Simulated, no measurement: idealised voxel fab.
A process module follows: voxel quadruple lines.
Each square cell in cross-section cut measures 5 nm, and the section as a whole is 270 nm wide.
Each cross-section below is a grid of square cells, stated as bands in top-down order, with one or more rows of cells making up each band.
Top, bottom (nm), then materials left to right with widths (nm); lone material tagged "everywhere" fills the whole band edge to edge; "empty" = empty space.
Height datum 0, below which the as-received substrate wafer is one material. Lowest band open at the bottom, running downward: "0 down".
A two-number width, for instance "30->40", indicates that the width is equal to the first number in the top row of the band and to the second number in the bottom row, and that it changes by a constant amount per row of cells.
Where a step carries "no alterations made", the cross-section came out of it unchanged, cell for cell.
Heads up: "Enclosed void inventory" only lists the empty pockets with no open path to the top that are 8 cells or more, and it writes them as width x height at distance, distance from the left edge, in nm.
Text after the settings on a step's line: the simulator's own remark on that step.
If you see "overlay nm" on a step's line and that step has a mask, it's telling you how far right of where it was planned the mask ended up; a negative number means it went left instead.

[These are the steps we planned for the process]
| 1 | op RECEIVE | material Si |
| 2 | op CONFORMAL_DEP | material SiO2 | thk nm 10 |
| 3 | op DIRECTIONAL_DEP | material Ru | thk nm 10 |
| 4 | op DIRECTIONAL_DEP | material polySi | thk nm 15 |
| 5 | op DIRECTIONAL_DEP | material aC | thk nm 25 |
| 6 | op PATTERN | tone cover | mask id MANDREL | material resist | width nm 30 | pitch nm 80 | thk nm 30 | overlay nm 0 |
| 7 | op DIRECTIONAL_ETCH | etch materials aC | depth nm 25 |
| 8 | op STRIP | etch materials resist |
| 9 | op CONFORMAL_DEP | material SiO2 | thk nm 10 |
| 10 | op DIRECTIONAL_ETCH | etch materials SiO2 | depth nm 10 |
| 11 | op STRIP | etch materials aC |
| 12 | op DIRECTIONAL_ETCH | etch materials polySi | depth nm 15 |
| 13 | op STRIP | etch materials SiO2 |
| 14 | op CONFORMAL_DEP | material SiCN | thk nm 10 |
| 15 | op DIRECTIONAL_ETCH | etch materials SiCN | depth nm 10 |
| 16 | op STRIP | etch materials polySi |
| 17 | op DIRECTIONAL_ETCH | etch materials Ru | depth nm 10 |
| 18 | op STRIP | etch materials SiCN |

[So this is the incoming wafer in cross-section - it's already been through step 1]
	0 down: Si everywhere
	Enclosed void inventory: none

[Cross-sectional result after module completion. Note: starting condition and plan are unchanged from above; one processing mistake was made]
	10 to 0: 60 empty, 10 Ru, 10 empty, 10 Ru, 10 empty, 10 Ru, 10 empty, 10 Ru, 10 empty, 10 Ru, 10 empty, 10 Ru, 10 empty, 10 Ru, 10 empty, 10 Ru, 60 empty
	0 down: Si everywhere
	Enclosed void inventory: none
Heads up, the wafer didn't run the way we planned it: plan step 2 skipped
